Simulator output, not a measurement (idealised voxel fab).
process module | voxel spacer lines
cross-section cut | 220 nm wide | cells 5 nm
A cross-section is a grid of square cells, given in bands from the top down. A band is one or more rows of cells.
Each band's line starts with the height of the band's top and of its bottom, in nm. Then come its materials from left to right, each with its width in nm. One material with "throughout" fills the band from edge to edge. "air" is empty space.
Height 0 is the level under which the wafer as received is all one material. The lowest band goes on downwards, as in "0 down".
A width such as "30 to 40" changes by the same amount from each row of cells to the next, from the band's top row to its bottom row.
"no change" after a step means that no cell of the cross-section changed.
closed voids: empty space of 8 cells or more with no open way to the top, each as width x height at its distance from the left edge, in nm
after a step's settings: what the simulator itself notes on the step
overlay nm, on a step with a mask: how far to the right of its planned place the mask lay; to the left if negative
plan
1 op RECEIVE | material Si
2 op CONFORMAL_DEP | material Al2O3 | thk nm 5
3 op DIRECTIONAL_DEP | material TiN | thk nm 20
4 op DIRECTIONAL_DEP | material polySi | thk nm 20
5 op PATTERN | tone cover | mask id MANDREL | material resist | width nm 15 | pitch nm 60 | thk nm 25 | overlay nm 0
6 op DIRECTIONAL_ETCH | etch materials polySi | depth nm 20
7 op STRIP | etch materials resist
8 op CONFORMAL_DEP | material SiN | thk nm 15
9 op DIRECTIONAL_ETCH | etch materials SiN | depth nm 15
10 op STRIP | etch materials polySi
11 op DIRECTIONAL_ETCH | etch materials TiN | depth nm 20
12 op STRIP | etch materials SiN
varied across the wafers: width nm of step 5. The plan shows the first wafer's value. All wafers start alike
first wafer as received, after step 1
  0 down: Si throughout
  closed voids: none
each wafer at the end: cells of each material gained (+) or lost (-) since it was received, then its closed voids
width nm 15 | +44 Al2O3 | +48 TiN | closed voids: none
width nm 20 | +44 Al2O3 | +48 TiN | closed voids: none
width nm 25 | +44 Al2O3 | +48 TiN | closed voids: none
width nm 30 | +44 Al2O3 | +48 TiN | closed voids: none
